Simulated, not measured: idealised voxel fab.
Presented below is a process module, voxel transistor to metal.
Xsec cut, 300 nm wide, square cell size 5 nm.
Notation: cross-section as square-cell grid; stated in bands, top first, going down; one or more cell rows per band. It is stipulated that each band's entry specify, in nanometres, the height of the top of the band and then that of its bottom, followed by the materials of the band in left-to-right sequence, each together with its width in nanometres. A single material marked by the word "all across" is understood to fill the band from edge to edge; the word "blank" is understood to denote empty space. We count height from 0. Below that, the starting wafer is all one material. The lowest band never ends at the bottom but goes on down; see "from 0 down" for how that is written. So if you see something like "30->40" for the width, read it as the top row of the band sitting at the first number and the bottom row at the second, with every row in between moving by the same amount as the last. Take "identical to before" at face value: in the step it is given for, the cross-section changed in none of its cells. Enclosed voids (no open way to top), threshold 8 cells or more, entry "Fully closed voids", notation width x height at distance, distance from left edge, nm. Note: text after step settings on the step line = simulator remark on that step. Regarding "overlay nm": on a step with a mask, it is the distance the mask lay to the right of its planned place; a negative value places it to the left.

PLAN
1 RECEIVE, material Si
2 CONFORMAL_DEP, material SiO2, thk nm 5
3 CONFORMAL_DEP, material SiN, thk nm 10
4 PATTERN, tone cover, mask id ACTIVE, material resist, width nm 100, pitch nm 125, thk nm 20, overlay nm 0
5 DIRECTIONAL_ETCH, etch materials SiN, depth nm 10
6 DIRECTIONAL_ETCH, etch materials SiO2, depth nm 5
7 DIRECTIONAL_ETCH, etch materials Si, depth nm 20
8 STRIP, etch materials resist
9 FILL_DEP, material SiO2, thk nm 5
10 CMP, height nm 15
11 SELECTIVE_ETCH, etch materials SiO2, depth nm 5
12 STRIP, etch materials SiN
13 SELECTIVE_ETCH, etch materials SiO2, depth nm 5
14 OXIDIZE, depth nm 5
15 DIRECTIONAL_DEP, material polySi, thk nm 25
16 DIRECTIONAL_DEP, material SiCN, thk nm 10
17 PATTERN, tone cover, mask id GATE, material resist, width nm 20, pitch nm 125, thk nm 20, overlay nm 0
18 DIRECTIONAL_ETCH, etch materials SiCN, depth nm 20
19 DIRECTIONAL_ETCH, etch materials polySi, depth nm 35
20 STRIP, etch materials resist
21 CONFORMAL_DEP, material SiN, thk nm 10
22 DIRECTIONAL_ETCH, etch materials SiN, depth nm 10
23 DIRECTIONAL_ETCH, etch materials SiO2, depth nm 5
24 EPI, material nSi, thk nm 5
25 FILL_DEP, material SiO2, thk nm 5
26 CMP, height nm 35
27 DIRECTIONAL_DEP, material SiO2, thk nm 10
28 PATTERN, tone open, mask id CONTACT, material resist, width nm 25, thk nm 20, overlay nm 0
29 DIRECTIONAL_ETCH, etch materials SiO2, depth nm 45
30 STRIP, etch materials resist
31 CONFORMAL_DEP, material TiN, thk nm 5
32 FILL_DEP, material W, thk nm 5
33 CMP, height nm 45
34 DIRECTIONAL_DEP, material TiN, thk nm 5
35 DIRECTIONAL_DEP, material Ru, thk nm 25
36 MASKED_ETCH, tone cover, mask id METAL_1, width nm 15, etch materials Ru, depth nm 25, overlay nm 0
37 MASKED_ETCH, tone cover, mask id METAL_1, width nm 15, etch materials TiN, depth nm 5, overlay nm 0
38 FILL_DEP, material SiO2, thk nm 5
39 CMP, height nm 75
40 CONFORMAL_DEP, material SiN, thk nm 5

ON THE FIRST OF THE TWO WAFERS: RUN CONDUCTED ACCORDING TO PLAN

WAFER AS RECEIVED: CROSS-SECTION FOLLOWING STEP 1
    from 0 down | Si all across
    Fully closed voids: none

STEP 2 DONE - WAFER CROSS-SECTION
    from 5 to 0 | SiO2 all across
    Below 0 it's all the same as before, nothing changed down there.

STEP 3 DONE - WAFER CROSS-SECTION
    from 15 to 5 | SiN all across
    Below 5 it's all the same as before, nothing changed down there.

STEP 4 DONE - WAFER CROSS-SECTION
    from 35 to 15 | 35 blank | 100 resist | 25 blank | 100 resist | 40 blank
    Below 15 it's all the same as before, nothing changed down there.

STEP 5 DONE - WAFER CROSS-SECTION
    from 35 to 15 | 35 blank | 100 resist | 25 blank | 100 resist | 40 blank
    from 15 to 5 | 35 blank | 100 SiN | 25 blank | 100 SiN | 40 blank
    Below 5 it's all the same as before, nothing changed down there.

STEP 6 DONE - WAFER CROSS-SECTION
    from 35 to 15 | 35 blank | 100 resist | 25 blank | 100 resist | 40 blank
    from 15 to 5 | 35 blank | 100 SiN | 25 blank | 100 SiN | 40 blank
    from 5 to 0 | 35 blank | 100 SiO2 | 25 blank | 100 SiO2 | 40 blank
    Below 0 it's all the same as before, nothing changed down there.

STEP 7 DONE - WAFER CROSS-SECTION
    from 35 to 15 | 35 blank | 100 resist | 25 blank | 100 resist | 40 blank
    from 15 to 5 | 35 blank | 100 SiN | 25 blank | 100 SiN | 40 blank
    from 5 to 0 | 35 blank | 100 SiO2 | 25 blank | 100 SiO2 | 40 blank
    from 0 to -20 | 35 blank | 100 Si | 25 blank | 100 Si | 40 blank
    Below -20 it's all the same as before, nothing changed down there.

STEP 8 DONE - WAFER CROSS-SECTION
    from 15 to 5 | 35 blank | 100 SiN | 25 blank | 100 SiN | 40 blank
    Below 5 it's all the same as before, nothing changed down there.

STEP 9 DONE - WAFER CROSS-SECTION
    from 20 to 15 | SiO2 all across
    from 15 to 5 | 35 SiO2 | 100 SiN | 25 SiO2 | 100 SiN | 40 SiO2
    from 5 to 0 | SiO2 all across
    from 0 to -20 | 35 SiO2 | 100 Si | 25 SiO2 | 100 Si | 40 SiO2
    Below -20 it's all the same as before, nothing changed down there.

STEP 10 DONE - WAFER CROSS-SECTION
    from 15 to 5 | 35 SiO2 | 100 SiN | 25 SiO2 | 100 SiN | 40 SiO2
    Below 5 it's all the same as before, nothing changed down there.

STEP 11 DONE - WAFER CROSS-SECTION
    from 15 to 10 | 35 blank | 100 SiN | 25 blank | 100 SiN | 40 blank
    Below 10 it's all the same as before, nothing changed down there.

STEP 12 DONE - WAFER CROSS-SECTION
    from 10 to 5 | 35 SiO2 | 100 blank | 25 SiO2 | 100 blank | 40 SiO2
    Below 5 it's all the same as before, nothing changed down there.

STEP 13 DONE - WAFER CROSS-SECTION
    from 5 to 0 | 30 SiO2 | 110 blank | 15 SiO2 | 110 blank | 35 SiO2
    Below 0 it's all the same as before, nothing changed down there.

STEP 14 DONE - WAFER CROSS-SECTION
    from 5 to 0 | 30 SiO2 | 110 blank | 15 SiO2 | 110 blank | 35 SiO2
    from 0 to -5 | SiO2 all across
    Below -5 it's all the same as before, nothing changed down there.

STEP 15 DONE - WAFER CROSS-SECTION
    from 30 to 25 | 30 polySi | 110 blank | 15 polySi | 110 blank | 35 polySi
    from 25 to 5 | polySi all across
    from 5 to 0 | 30 SiO2 | 110 polySi | 15 SiO2 | 110 polySi | 35 SiO2
    Below 0 it's all the same as before, nothing changed down there.

STEP 16 DONE - WAFER CROSS-SECTION
    from 40 to 35 | 30 SiCN | 110 blank | 15 SiCN | 110 blank | 35 SiCN
    from 35 to 30 | SiCN all across
    from 30 to 25 | 30 polySi | 110 SiCN | 15 polySi | 110 SiCN | 35 polySi
    Below 25 it's all the same as before, nothing changed down there.

STEP 17 DONE - WAFER CROSS-SECTION
    from 60 to 40 | 75 blank | 20 resist | 105 blank | 20 resist | 80 blank
    from 40 to 35 | 30 SiCN | 45 blank | 20 resist | 45 blank | 15 SiCN | 45 blank | 20 resist | 45 blank | 35 SiCN
    Below 35 it's all the same as before, nothing changed down there.

STEP 18 DONE - WAFER CROSS-SECTION
    from 60 to 35 | 75 blank | 20 resist | 105 blank | 20 resist | 80 blank
    from 35 to 30 | 75 blank | 20 SiCN | 105 blank | 20 SiCN | 80 blank
    from 30 to 25 | 30 polySi | 45 blank | 20 SiCN | 45 blank | 15 polySi | 45 blank | 20 SiCN | 45 blank | 35 polySi
    Below 25 it's all the same as before, nothing changed down there.

STEP 19 DONE - WAFER CROSS-SECTION
    from 60 to 35 | 75 blank | 20 resist | 105 blank | 20 resist | 80 blank
    from 35 to 25 | 75 blank | 20 SiCN | 105 blank | 20 SiCN | 80 blank
    from 25 to 5 | 75 blank | 20 polySi | 105 blank | 20 polySi | 80 blank
    from 5 to 0 | 30 SiO2 | 45 blank | 20 polySi | 45 blank | 15 SiO2 | 45 blank | 20 polySi | 45 blank | 35 SiO2
    Below 0 it's all the same as before, nothing changed down there.

STEP 20 DONE - WAFER CROSS-SECTION
    from 35 to 25 | 75 blank | 20 SiCN | 105 blank | 20 SiCN | 80 blank
    Below 25 it's all the same as before, nothing changed down there.

STEP 21 DONE - WAFER CROSS-SECTION
    from 45 to 35 | 65 blank | 40 SiN | 85 blank | 40 SiN | 70 blank
    from 35 to 25 | 65 blank | 10 SiN | 20 SiCN | 10 SiN | 85 blank | 10 SiN | 20 SiCN | 10 SiN | 70 blank
    from 25 to 15 | 65 blank | 10 SiN | 20 polySi | 10 SiN | 85 blank | 10 SiN | 20 polySi | 10 SiN | 70 blank
    from 15 to 10 | 40 SiN | 25 blank | 10 SiN | 20 polySi | 10 SiN | 25 blank | 35 SiN | 25 blank | 10 SiN | 20 polySi | 10 SiN | 25 blank | 45 SiN
    from 10 to 5 | 75 SiN | 20 polySi | 105 SiN | 20 polySi | 80 SiN
    from 5 to 0 | 30 SiO2 | 45 SiN | 20 polySi | 45 SiN | 15 SiO2 | 45 SiN | 20 polySi | 45 SiN | 35 SiO2
    Below 0 it's all the same as before, nothing changed down there.

STEP 22 DONE - WAFER CROSS-SECTION
    from 35 to 25 | 65 blank | 10 SiN | 20 SiCN | 10 SiN | 85 blank | 10 SiN | 20 SiCN | 10 SiN | 70 blank
    from 25 to 5 | 65 blank | 10 SiN | 20 polySi | 10 SiN | 85 blank | 10 SiN | 20 polySi | 10 SiN | 70 blank
    from 5 to 0 | 30 SiO2 | 10 SiN | 25 blank | 10 SiN | 20 polySi | 10 SiN | 25 blank | 10 SiN | 15 SiO2 | 10 SiN | 25 blank | 10 SiN | 20 polySi | 10 SiN | 25 blank | 10 SiN | 35 SiO2
    Below 0 it's all the same as before, nothing changed down there.

STEP 23 DONE - WAFER CROSS-SECTION
    from 35 to 25 | 65 blank | 10 SiN | 20 SiCN | 10 SiN | 85 blank | 10 SiN | 20 SiCN | 10 SiN | 70 blank
    from 25 to 5 | 65 blank | 10 SiN | 20 polySi | 10 SiN | 85 blank | 10 SiN | 20 polySi | 10 SiN | 70 blank
    from 5 to 0 | 30 blank | 10 SiN | 25 blank | 10 SiN | 20 polySi | 10 SiN | 25 blank | 10 SiN | 15 blank | 10 SiN | 25 blank | 10 SiN | 20 polySi | 10 SiN | 25 blank | 10 SiN | 35 blank
    from 0 to -5 | 40 SiO2 | 25 blank | 40 SiO2 | 25 blank | 35 SiO2 | 25 blank | 40 SiO2 | 25 blank | 45 SiO2
    Below -5 it's all the same as before, nothing changed down there.

STEP 24 DONE - WAFER CROSS-SECTION
    from 35 to 25 | 65 blank | 10 SiN | 20 SiCN | 10 SiN | 85 blank | 10 SiN | 20 SiCN | 10 SiN | 70 blank
    from 25 to 5 | 65 blank | 10 SiN | 20 polySi | 10 SiN | 85 blank | 10 SiN | 20 polySi | 10 SiN | 70 blank
    from 5 to 0 | 30 blank | 10 SiN | 25 blank | 10 SiN | 20 polySi | 10 SiN | 25 blank | 10 SiN | 15 blank | 10 SiN | 25 blank | 10 SiN | 20 polySi | 10 SiN | 25 blank | 10 SiN | 35 blank
    from 0 to -5 | 40 SiO2 | 25 nSi | 40 SiO2 | 25 nSi | 35 SiO2 | 25 nSi | 40 SiO2 | 25 nSi | 45 SiO2
    Below -5 it's all the same as before, nothing changed down there.

STEP 25 DONE - WAFER CROSS-SECTION
    from 40 to 35 | SiO2 all across
    from 35 to 25 | 65 SiO2 | 10 SiN | 20 SiCN | 10 SiN | 85 SiO2 | 10 SiN | 20 SiCN | 10 SiN | 70 SiO2
    from 25 to 5 | 65 SiO2 | 10 SiN | 20 polySi | 10 SiN | 85 SiO2 | 10 SiN | 20 polySi | 10 SiN | 70 SiO2
    from 5 to 0 | 30 SiO2 | 10 SiN | 25 SiO2 | 10 SiN | 20 polySi | 10 SiN | 25 SiO2 | 10 SiN | 15 SiO2 | 10 SiN | 25 SiO2 | 10 SiN | 20 polySi | 10 SiN | 25 SiO2 | 10 SiN | 35 SiO2
    Below 0 it's all the same as before, nothing changed down there.

STEP 26 DONE - WAFER CROSS-SECTION
    from 35 to 25 | 65 SiO2 | 10 SiN | 20 SiCN | 10 SiN | 85 SiO2 | 10 SiN | 20 SiCN | 10 SiN | 70 SiO2
    Below 25 it's all the same as before, nothing changed down there.

STEP 27 DONE - WAFER CROSS-SECTION
    from 45 to 35 | SiO2 all across
    Below 35 it's all the same as before, nothing changed down there.

STEP 28 DONE - WAFER CROSS-SECTION
    from 65 to 45 | 45 resist | 25 blank | 30 resist | 25 blank | 45 resist | 25 blank | 30 resist | 25 blank | 50 resist
    Below 45 it's all the same as before, nothing changed down there.

STEP 29 DONE - WAFER CROSS-SECTION
    from 65 to 45 | 45 resist | 25 blank | 30 resist | 25 blank | 45 resist | 25 blank | 30 resist | 25 blank | 50 resist
    from 45 to 35 | 45 SiO2 | 25 blank | 30 SiO2 | 25 blank | 45 SiO2 | 25 blank | 30 SiO2 | 25 blank | 50 SiO2
    from 35 to 25 | 45 SiO2 | 20 blank | 10 SiN | 20 SiCN | 10 SiN | 20 blank | 45 SiO2 | 20 blank | 10 SiN | 20 SiCN | 10 SiN | 20 blank | 50 SiO2
    from 25 to 5 | 45 SiO2 | 20 blank | 10 SiN | 20 polySi | 10 SiN | 20 blank | 45 SiO2 | 20 blank | 10 SiN | 20 polySi | 10 SiN | 20 blank | 50 SiO2
    from 5 to 0 | 30 SiO2 | 10 SiN | 5 SiO2 | 20 blank | 10 SiN | 20 polySi | 10 SiN | 20 blank | 5 SiO2 | 10 SiN | 15 SiO2 | 10 SiN | 5 SiO2 | 20 blank | 10 SiN | 20 polySi | 10 SiN | 20 blank | 5 SiO2 | 10 SiN | 35 SiO2
    Below 0 it's all the same as before, nothing changed down there.

STEP 30 DONE - WAFER CROSS-SECTION
    from 45 to 35 | 45 SiO2 | 25 blank | 30 SiO2 | 25 blank | 45 SiO2 | 25 blank | 30 SiO2 | 25 blank | 50 SiO2
    Below 35 it's all the same as before, nothing changed down there.

STEP 31 DONE - WAFER CROSS-SECTION
    from 50 to 45 | 50 TiN | 15 blank | 40 TiN | 15 blank | 55 TiN | 15 blank | 40 TiN | 15 blank | 55 TiN
    from 45 to 35 | 45 SiO2 | 5 TiN | 15->10 blank | 5->10 TiN | 30 SiO2 | 5->10 TiN | 15->10 blank | 5 TiN | 45 SiO2 | 5 TiN | 15->10 blank | 5->10 TiN | 30 SiO2 | 5->10 TiN | 15->10 blank | 5 TiN | 50 SiO2
    from 35 to 25 | 45 SiO2 | 5 TiN | 10 blank | 5 TiN | 10 SiN | 20 SiCN | 10 SiN | 5 TiN | 10 blank | 5 TiN | 45 SiO2 | 5 TiN | 10 blank | 5 TiN | 10 SiN | 20 SiCN | 10 SiN | 5 TiN | 10 blank | 5 TiN | 50 SiO2
    from 25 to 5 | 45 SiO2 | 5 TiN | 10 blank | 5 TiN | 10 SiN | 20 polySi | 10 SiN | 5 TiN | 10 blank | 5 TiN | 45 SiO2 | 5 TiN | 10 blank | 5 TiN | 10 SiN | 20 polySi | 10 SiN | 5 TiN | 10 blank | 5 TiN | 50 SiO2
    from 5 to 0 | 30 SiO2 | 10 SiN | 5 SiO2 | 20 TiN | 10 SiN | 20 polySi | 10 SiN | 20 TiN | 5 SiO2 | 10 SiN | 15 SiO2 | 10 SiN | 5 SiO2 | 20 TiN | 10 SiN | 20 polySi | 10 SiN | 20 TiN | 5 SiO2 | 10 SiN | 35 SiO2
    Below 0 it's all the same as before, nothing changed down there.

STEP 32 DONE - WAFER CROSS-SECTION
    from 55 to 50 | W all across
    from 50 to 45 | 50 TiN | 15 W | 40 TiN | 15 W | 55 TiN | 15 W | 40 TiN | 15 W | 55 TiN
    from 45 to 35 | 45 SiO2 | 5 TiN | 15->10 W | 5->10 TiN | 30 SiO2 | 5->10 TiN | 15->10 W | 5 TiN | 45 SiO2 | 5 TiN | 15->10 W | 5->10 TiN | 30 SiO2 | 5->10 TiN | 15->10 W | 5 TiN | 50 SiO2
    from 35 to 25 | 45 SiO2 | 5 TiN | 10 W | 5 TiN | 10 SiN | 20 SiCN | 10 SiN | 5 TiN | 10 W | 5 TiN | 45 SiO2 | 5 TiN | 10 W | 5 TiN | 10 SiN | 20 SiCN | 10 SiN | 5 TiN | 10 W | 5 TiN | 50 SiO2
    from 25 to 5 | 45 SiO2 | 5 TiN | 10 W | 5 TiN | 10 SiN | 20 polySi | 10 SiN | 5 TiN | 10 W | 5 TiN | 45 SiO2 | 5 TiN | 10 W | 5 TiN | 10 SiN | 20 polySi | 10 SiN | 5 TiN | 10 W | 5 TiN | 50 SiO2
    Below 5 it's all the same as before, nothing changed down there.

STEP 33 DONE - WAFER CROSS-SECTION
    from 45 to 35 | 45 SiO2 | 5 TiN | 15->10 W | 5->10 TiN | 30 SiO2 | 5->10 TiN | 15->10 W | 5 TiN | 45 SiO2 | 5 TiN | 15->10 W | 5->10 TiN | 30 SiO2 | 5->10 TiN | 15->10 W | 5 TiN | 50 SiO2
    Below 35 it's all the same as before, nothing changed down there.

STEP 34 DONE - WAFER CROSS-SECTION
    from 50 to 45 | TiN all across
    Below 45 it's all the same as before, nothing changed down there.

STEP 35 DONE - WAFER CROSS-SECTION
    from 75 to 50 | Ru all across
    Below 50 it's all the same as before, nothing changed down there.

STEP 36 DONE - WAFER CROSS-SECTION
    from 75 to 50 | 45 blank | 15 Ru | 50 blank | 15 Ru | 45 blank | 15 Ru | 50 blank | 15 Ru | 50 blank
    Below 50 it's all the same as before, nothing changed down there.

STEP 37 DONE - WAFER CROSS-SECTION
    from 75 to 50 | 45 blank | 15 Ru | 50 blank | 15 Ru | 45 blank | 15 Ru | 50 blank | 15 Ru | 50 blank
    from 50 to 45 | 45 blank | 15 TiN | 50 blank | 15 TiN | 45 blank | 15 TiN | 50 blank | 15 TiN | 50 blank
    Below 45 it's all the same as before, nothing changed down there.

STEP 38 DONE - WAFER CROSS-SECTION
    from 80 to 75 | SiO2 all across
    from 75 to 50 | 45 SiO2 | 15 Ru | 50 SiO2 | 15 Ru | 45 SiO2 | 15 Ru | 50 SiO2 | 15 Ru | 50 SiO2
    from 50 to 45 | 45 SiO2 | 15 TiN | 50 SiO2 | 15 TiN | 45 SiO2 | 15 TiN | 50 SiO2 | 15 TiN | 50 SiO2
    Below 45 it's all the same as before, nothing changed down there.

STEP 39 DONE - WAFER CROSS-SECTION
    from 75 to 50 | 45 SiO2 | 15 Ru | 50 SiO2 | 15 Ru | 45 SiO2 | 15 Ru | 50 SiO2 | 15 Ru | 50 SiO2
    Below 50 it's all the same as before, nothing changed down there.

STEP 40 DONE - WAFER CROSS-SECTION
    from 80 to 75 | SiN all across
    Below 75 it's all the same as before, nothing changed down there.

SECOND WAFER, SAME STARTING STATE AND PLAN AS THE FIRST, ONE MISTAKE IN THE RUN, IDENTICAL THROUGH STEP 31

THE SECOND WAFER CUT THROUGH, AT THE TIME STEP 32 WAS SUPPOSED TO BE FINISHED
    from 55 to 50 | polySi all across
    from 50 to 45 | 50 TiN | 15 polySi | 40 TiN | 15 polySi | 55 TiN | 15 polySi | 40 TiN | 15 polySi | 55 TiN
    from 45 to 35 | 45 SiO2 | 5 TiN | 15->10 polySi | 5->10 TiN | 30 SiO2 | 5->10 TiN | 15->10 polySi | 5 TiN | 45 SiO2 | 5 TiN | 15->10 polySi | 5->10 TiN | 30 SiO2 | 5->10 TiN | 15->10 polySi | 5 TiN | 50 SiO2
    from 35 to 25 | 45 SiO2 | 5 TiN | 10 polySi | 5 TiN | 10 SiN | 20 SiCN | 10 SiN | 5 TiN | 10 polySi | 5 TiN | 45 SiO2 | 5 TiN | 10 polySi | 5 TiN | 10 SiN | 20 SiCN | 10 SiN | 5 TiN | 10 polySi | 5 TiN | 50 SiO2
    from 25 to 5 | 45 SiO2 | 5 TiN | 10 polySi | 5 TiN | 10 SiN | 20 polySi | 10 SiN | 5 TiN | 10 polySi | 5 TiN | 45 SiO2 | 5 TiN | 10 polySi | 5 TiN | 10 SiN | 20 polySi | 10 SiN | 5 TiN | 10 polySi | 5 TiN | 50 SiO2
    Below 5 it's all the same as before, nothing changed down there.

THE SECOND WAFER CUT THROUGH, AT THE TIME STEP 33 WAS SUPPOSED TO BE FINISHED
    from 45 to 35 | 45 SiO2 | 5 TiN | 15->10 polySi | 5->10 TiN | 30 SiO2 | 5->10 TiN | 15->10 polySi | 5 TiN | 45 SiO2 | 5 TiN | 15->10 polySi | 5->10 TiN | 30 SiO2 | 5->10 TiN | 15->10 polySi | 5 TiN | 50 SiO2
    Below 35 it's all the same as before, nothing changed down there.

THE SECOND WAFER CUT THROUGH, AT THE TIME STEP 34 WAS SUPPOSED TO BE FINISHED
    from 50 to 45 | TiN all across
    Below 45 it's all the same as before, nothing changed down there.

THE SECOND WAFER CUT THROUGH, AT THE TIME STEP 35 WAS SUPPOSED TO BE FINISHED
    from 75 to 50 | Ru all across
    Below 50 it's all the same as before, nothing changed down there.

THE SECOND WAFER CUT THROUGH, AT THE TIME STEP 36 WAS SUPPOSED TO BE FINISHED
    from 75 to 50 | 45 blank | 15 Ru | 50 blank | 15 Ru | 45 blank | 15 Ru | 50 blank | 15 Ru | 50 blank
    Below 50 it's all the same as before, nothing changed down there.

THE SECOND WAFER CUT THROUGH, AT THE TIME STEP 37 WAS SUPPOSED TO BE FINISHED
    from 75 to 50 | 45 blank | 15 Ru | 50 blank | 15 Ru | 45 blank | 15 Ru | 50 blank | 15 Ru | 50 blank
    from 50 to 45 | 45 blank | 15 TiN | 50 blank | 15 TiN | 45 blank | 15 TiN | 50 blank | 15 TiN | 50 blank
    Below 45 it's all the same as before, nothing changed down there.

THE SECOND WAFER CUT THROUGH, AT THE TIME STEP 38 WAS SUPPOSED TO BE FINISHED
    from 80 to 75 | SiO2 all across
    from 75 to 50 | 45 SiO2 | 15 Ru | 50 SiO2 | 15 Ru | 45 SiO2 | 15 Ru | 50 SiO2 | 15 Ru | 50 SiO2
    from 50 to 45 | 45 SiO2 | 15 TiN | 50 SiO2 | 15 TiN | 45 SiO2 | 15 TiN | 50 SiO2 | 15 TiN | 50 SiO2
    Below 45 it's all the same as before, nothing changed down there.

THE SECOND WAFER CUT THROUGH, AT THE TIME STEP 39 WAS SUPPOSED TO BE FINISHED
    from 75 to 50 | 45 SiO2 | 15 Ru | 50 SiO2 | 15 Ru | 45 SiO2 | 15 Ru | 50 SiO2 | 15 Ru | 50 SiO2
    Below 50 it's all the same as before, nothing changed down there.

THE SECOND WAFER CUT THROUGH, AT THE TIME STEP 40 WAS SUPPOSED TO BE FINISHED
    from 80 to 75 | SiN all across
    Below 75 it's all the same as before, nothing changed down there.
Deviation from plan: it should be noted that step 32 was executed with settings other than those planned, the operation and settings actually applied being FILL_DEP, material polySi, thk nm 5
FYI, end of process, the second wafer has more or fewer cells of some materials than the first: -68 W, +68 polySi
